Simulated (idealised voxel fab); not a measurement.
The following is a process module called voxel self aligned contacts.
FYI the section here is cut, 235 nm wide, cells are 5 nm squares.
Bands, listed from the top down, are how a cross-section gets written in this document; the cross-section itself is a grid of square cells, and a band is one or more rows of them.
For a band, the entry starts with two heights in nm, that of the top and then that of the bottom, and carries on with the band's materials in order from left to right, each alongside its width in nm; the word "everywhere" beside a single material means it fills the band edge to edge, and "air" means empty space.
For the purposes of this specification, 0 denotes the height below which the wafer in its as-received condition is composed wholly of one material, and the lowermost band, lacking a lower limit, extends downward without end, as expressed in "z 0 and below".
When a width is written as two numbers, as in "30->40", the first number is the width in the top row of cells of the band and the second is the width in its bottom row, and the width changes by the same amount from each row to the next.
The cross-section has no changed cell in any step marked "remained unchanged".
What "Closed cavity list" gives you is every empty space of 8 cells or more that is cut off from the top. Each appears as width x height at distance, with the distance taken from the left edge and width, height and distance all in nm.
Past the settings on a step's line: simulator remark, on that step.
"overlay nm", when on a step's line for a step with a mask, measures how far to the right of its planned place the mask lay; a negative measure means to the left.
Process steps foreseen in the plan
| 1 | RECEIVE with material Si |
| 2 | CONFORMAL_DEP with material SiO2, thk nm 5 |
| 3 | DIRECTIONAL_DEP with material polySi, thk nm 20 |
| 4 | DIRECTIONAL_DEP with material SiN, thk nm 20 |
| 5 | DIRECTIONAL_DEP with material aC, thk nm 10 |
| 6 | PATTERN with tone cover, mask id GATE, material resist, width nm 35, pitch nm 75, thk nm 25, overlay nm 0 |
| 7 | DIRECTIONAL_ETCH with etch materials aC, depth nm 10 |
| 8 | STRIP with etch materials resist |
| 9 | DIRECTIONAL_ETCH with etch materials SiN, depth nm 20 |
| 10 | DIRECTIONAL_ETCH with etch materials polySi, depth nm 20 |
| 11 | STRIP with etch materials aC |
| 12 | CONFORMAL_DEP with material SiN, thk nm 10 |
| 13 | DIRECTIONAL_ETCH with etch materials SiN, depth nm 10 |
| 14 | FILL_DEP with material SiO2, thk nm 20 |
| 15 | CMP with height nm 55 |
| 16 | PATTERN with tone open, mask id CONTACT, material resist, width nm 60, pitch nm 75, thk nm 15, overlay nm 0 |
| 17 | DIRECTIONAL_ETCH with etch materials SiO2, depth nm 55 |
| 18 | STRIP with etch materials resist |
| 19 | CONFORMAL_DEP with material TiN, thk nm 5 |
| 20 | FILL_DEP with material W, thk nm 5 |
| 21 | CMP with height nm 55 |
| 22 | CONFORMAL_DEP with material SiN, thk nm 5 |
First of two wafers, with the run carried out as planned
Delivered wafer in cross-section: state after step 1
	z 0 and below = Si everywhere
	Closed cavity list: none
Presented here is a cross-section of the wafer after step 2 has been performed
	z 5 to 0 = SiO2 everywhere
	Lower than 0, everything is as it was.
Presented here is a cross-section of the wafer after step 3 has been performed
	z 25 to 5 = polySi everywhere
	Lower than 5, everything is as it was.
Presented here is a cross-section of the wafer after step 4 has been performed
	z 45 to 25 = SiN everywhere
	Lower than 25, everything is as it was.
Presented here is a cross-section of the wafer after step 5 has been performed
	z 55 to 45 = aC everywhere
	Lower than 45, everything is as it was.
Presented here is a cross-section of the wafer after step 6 has been performed
	z 80 to 55 = 25 of air; 35 of resist; 40 of air; 35 of resist; 40 of air; 35 of resist; 25 of air
	Lower than 55, everything is as it was.
Presented here is a cross-section of the wafer after step 7 has been performed
	z 70 to 55 = 25 of air; 35 of resist; 40 of air; 35 of resist; 40 of air; 35 of resist; 25 of air
	z 55 to 45 = 25 of air; 35 of aC; 40 of air; 35 of aC; 40 of air; 35 of aC; 25 of air
	Lower than 45, everything is as it was.
Presented here is a cross-section of the wafer after step 8 has been performed
	z 55 to 45 = 25 of air; 35 of aC; 40 of air; 35 of aC; 40 of air; 35 of aC; 25 of air
	Lower than 45, everything is as it was.
Presented here is a cross-section of the wafer after step 9 has been performed
	z 55 to 45 = 25 of air; 35 of aC; 40 of air; 35 of aC; 40 of air; 35 of aC; 25 of air
	z 45 to 25 = 25 of air; 35 of SiN; 40 of air; 35 of SiN; 40 of air; 35 of SiN; 25 of air
	Lower than 25, everything is as it was.
Presented here is a cross-section of the wafer after step 10 has been performed
	z 55 to 45 = 25 of air; 35 of aC; 40 of air; 35 of aC; 40 of air; 35 of aC; 25 of air
	z 45 to 25 = 25 of air; 35 of SiN; 40 of air; 35 of SiN; 40 of air; 35 of SiN; 25 of air
	z 25 to 5 = 25 of air; 35 of polySi; 40 of air; 35 of polySi; 40 of air; 35 of polySi; 25 of air
	Lower than 5, everything is as it was.
Presented here is a cross-section of the wafer after step 11 has been performed
	z 45 to 25 = 25 of air; 35 of SiN; 40 of air; 35 of SiN; 40 of air; 35 of SiN; 25 of air
	Lower than 25, everything is as it was.
Presented here is a cross-section of the wafer after step 12 has been performed
	z 55 to 25 = 15 of air; 55 of SiN; 20 of air; 55 of SiN; 20 of air; 55 of SiN; 15 of air
	z 25 to 15 = 15 of air; 10 of SiN; 35 of polySi; 10 of SiN; 20 of air; 10 of SiN; 35 of polySi; 10 of SiN; 20 of air; 10 of SiN; 35 of polySi; 10 of SiN; 15 of air
	z 15 to 5 = 25 of SiN; 35 of polySi; 40 of SiN; 35 of polySi; 40 of SiN; 35 of polySi; 25 of SiN
	Lower than 5, everything is as it was.
Presented here is a cross-section of the wafer after step 13 has been performed
	z 45 to 25 = 15 of air; 55 of SiN; 20 of air; 55 of SiN; 20 of air; 55 of SiN; 15 of air
	z 25 to 5 = 15 of air; 10 of SiN; 35 of polySi; 10 of SiN; 20 of air; 10 of SiN; 35 of polySi; 10 of SiN; 20 of air; 10 of SiN; 35 of polySi; 10 of SiN; 15 of air
	Lower than 5, everything is as it was.
Presented here is a cross-section of the wafer after step 14 has been performed
	z 65 to 45 = SiO2 everywhere
	z 45 to 25 = 15 of SiO2; 55 of SiN; 20 of SiO2; 55 of SiN; 20 of SiO2; 55 of SiN; 15 of SiO2
	z 25 to 5 = 15 of SiO2; 10 of SiN; 35 of polySi; 10 of SiN; 20 of SiO2; 10 of SiN; 35 of polySi; 10 of SiN; 20 of SiO2; 10 of SiN; 35 of polySi; 10 of SiN; 15 of SiO2
	Lower than 5, everything is as it was.
Presented here is a cross-section of the wafer after step 15 has been performed
	z 55 to 45 = SiO2 everywhere
	Lower than 45, everything is as it was.
Presented here is a cross-section of the wafer after step 16 has been performed
	z 70 to 55 = 50 of resist; 60 of air; 15 of resist; 60 of air; 50 of resist
	Lower than 55, everything is as it was.
Presented here is a cross-section of the wafer after step 17 has been performed
	z 70 to 55 = 50 of resist; 60 of air; 15 of resist; 60 of air; 50 of resist
	z 55 to 45 = 50 of SiO2; 60 of air; 15 of SiO2; 60 of air; 50 of SiO2
	z 45 to 25 = 15 of SiO2; 55 of SiN; 20 of air; 55 of SiN; 20 of air; 55 of SiN; 15 of SiO2
	z 25 to 5 = 15 of SiO2; 10 of SiN; 35 of polySi; 10 of SiN; 20 of air; 10 of SiN; 35 of polySi; 10 of SiN; 20 of air; 10 of SiN; 35 of polySi; 10 of SiN; 15 of SiO2
	z 5 to 0 = 70 of SiO2; 20 of air; 55 of SiO2; 20 of air; 70 of SiO2
	Lower than 0, everything is as it was.
Presented here is a cross-section of the wafer after step 18 has been performed
	z 55 to 45 = 50 of SiO2; 60 of air; 15 of SiO2; 60 of air; 50 of SiO2
	Lower than 45, everything is as it was.
Presented here is a cross-section of the wafer after step 19 has been performed
	z 60 to 55 = 55 of TiN; 50 of air; 25 of TiN; 50 of air; 55 of TiN
	z 55 to 45 = 50 of SiO2; 5->25 of TiN; 50->10 of air; 5->25 of TiN; 15 of SiO2; 5->25 of TiN; 50->10 of air; 5->25 of TiN; 50 of SiO2
	z 45 to 25 = 15 of SiO2; 55 of SiN; 5 of TiN; 10 of air; 5 of TiN; 55 of SiN; 5 of TiN; 10 of air; 5 of TiN; 55 of SiN; 15 of SiO2
	z 25 to 5 = 15 of SiO2; 10 of SiN; 35 of polySi; 10 of SiN; 5 of TiN; 10 of air; 5 of TiN; 10 of SiN; 35 of polySi; 10 of SiN; 5 of TiN; 10 of air; 5 of TiN; 10 of SiN; 35 of polySi; 10 of SiN; 15 of SiO2
	z 5 to 0 = 70 of SiO2; 20 of TiN; 55 of SiO2; 20 of TiN; 70 of SiO2
	Lower than 0, everything is as it was.
Presented here is a cross-section of the wafer after step 20 has been performed
	z 65 to 60 = W everywhere
	z 60 to 55 = 55 of TiN; 50 of W; 25 of TiN; 50 of W; 55 of TiN
	z 55 to 45 = 50 of SiO2; 5->25 of TiN; 50->10 of W; 5->25 of TiN; 15 of SiO2; 5->25 of TiN; 50->10 of W; 5->25 of TiN; 50 of SiO2
	z 45 to 25 = 15 of SiO2; 55 of SiN; 5 of TiN; 10 of W; 5 of TiN; 55 of SiN; 5 of TiN; 10 of W; 5 of TiN; 55 of SiN; 15 of SiO2
	z 25 to 5 = 15 of SiO2; 10 of SiN; 35 of polySi; 10 of SiN; 5 of TiN; 10 of W; 5 of TiN; 10 of SiN; 35 of polySi; 10 of SiN; 5 of TiN; 10 of W; 5 of TiN; 10 of SiN; 35 of polySi; 10 of SiN; 15 of SiO2
	Lower than 5, everything is as it was.
Presented here is a cross-section of the wafer after step 21 has been performed
	z 55 to 45 = 50 of SiO2; 5->25 of TiN; 50->10 of W; 5->25 of TiN; 15 of SiO2; 5->25 of TiN; 50->10 of W; 5->25 of TiN; 50 of SiO2
	Lower than 45, everything is as it was.
Presented here is a cross-section of the wafer after step 22 has been performed
	z 60 to 55 = SiN everywhere
	Lower than 55, everything is as it was.
Second wafer, same starting conditions and recipe as the first, one mistake in executing it, nothing differs from the first up to and including step 15
Second wafer, sectioned view, at step 16's planned end time
	z 70 to 55 = 55 of resist; 55 of air; 20 of resist; 55 of air; 50 of resist
	Lower than 55, everything is as it was.
Second wafer, sectioned view, at step 17's planned end time
	z 70 to 55 = 55 of resist; 55 of air; 20 of resist; 55 of air; 50 of resist
	z 55 to 45 = 55 of SiO2; 55 of air; 20 of SiO2; 55 of air; 50 of SiO2
	z 45 to 25 = 15 of SiO2; 55 of SiN; 20 of air; 55 of SiN; 20 of air; 55 of SiN; 15 of SiO2
	z 25 to 5 = 15 of SiO2; 10 of SiN; 35 of polySi; 10 of SiN; 20 of air; 10 of SiN; 35 of polySi; 10 of SiN; 20 of air; 10 of SiN; 35 of polySi; 10 of SiN; 15 of SiO2
	z 5 to 0 = 70 of SiO2; 20 of air; 55 of SiO2; 20 of air; 70 of SiO2
	Lower than 0, everything is as it was.
Second wafer, sectioned view, at step 18's planned end time
	z 55 to 45 = 55 of SiO2; 55 of air; 20 of SiO2; 55 of air; 50 of SiO2
	Lower than 45, everything is as it was.
Second wafer, sectioned view, at step 19's planned end time
	z 60 to 55 = 60 of TiN; 45 of air; 30 of TiN; 45 of air; 55 of TiN
	z 55 to 45 = 55 of SiO2; 5->20 of TiN; 45->10 of air; 5->25 of TiN; 20 of SiO2; 5->20 of TiN; 45->10 of air; 5->25 of TiN; 50 of SiO2
	z 45 to 25 = 15 of SiO2; 55 of SiN; 5 of TiN; 10 of air; 5 of TiN; 55 of SiN; 5 of TiN; 10 of air; 5 of TiN; 55 of SiN; 15 of SiO2
	z 25 to 5 = 15 of SiO2; 10 of SiN; 35 of polySi; 10 of SiN; 5 of TiN; 10 of air; 5 of TiN; 10 of SiN; 35 of polySi; 10 of SiN; 5 of TiN; 10 of air; 5 of TiN; 10 of SiN; 35 of polySi; 10 of SiN; 15 of SiO2
	z 5 to 0 = 70 of SiO2; 20 of TiN; 55 of SiO2; 20 of TiN; 70 of SiO2
	Lower than 0, everything is as it was.
Second wafer, sectioned view, at step 20's planned end time
	z 65 to 60 = W everywhere
	z 60 to 55 = 60 of TiN; 45 of W; 30 of TiN; 45 of W; 55 of TiN
	z 55 to 45 = 55 of SiO2; 5->20 of TiN; 45->10 of W; 5->25 of TiN; 20 of SiO2; 5->20 of TiN; 45->10 of W; 5->25 of TiN; 50 of SiO2
	z 45 to 25 = 15 of SiO2; 55 of SiN; 5 of TiN; 10 of W; 5 of TiN; 55 of SiN; 5 of TiN; 10 of W; 5 of TiN; 55 of SiN; 15 of SiO2
	z 25 to 5 = 15 of SiO2; 10 of SiN; 35 of polySi; 10 of SiN; 5 of TiN; 10 of W; 5 of TiN; 10 of SiN; 35 of polySi; 10 of SiN; 5 of TiN; 10 of W; 5 of TiN; 10 of SiN; 35 of polySi; 10 of SiN; 15 of SiO2
	Lower than 5, everything is as it was.
Second wafer, sectioned view, at step 21's planned end time
	z 55 to 45 = 55 of SiO2; 5->20 of TiN; 45->10 of W; 5->25 of TiN; 20 of SiO2; 5->20 of TiN; 45->10 of W; 5->25 of TiN; 50 of SiO2
	Lower than 45, everything is as it was.
Second wafer, sectioned view, at step 22's planned end time
	z 60 to 55 = SiN everywhere
	Lower than 55, everything is as it was.
The mistake made against the process plan was this: step 16 did not use the planned setting and instead ran as PATTERN with tone open, mask id CONTACT, material resist, width nm 55, pitch nm 75, thk nm 15, overlay nm 0
Final difference in cells, second wafer against first, listed per material as more or fewer: 4 more of SiO2, 2 fewer of TiN, 2 fewer of W
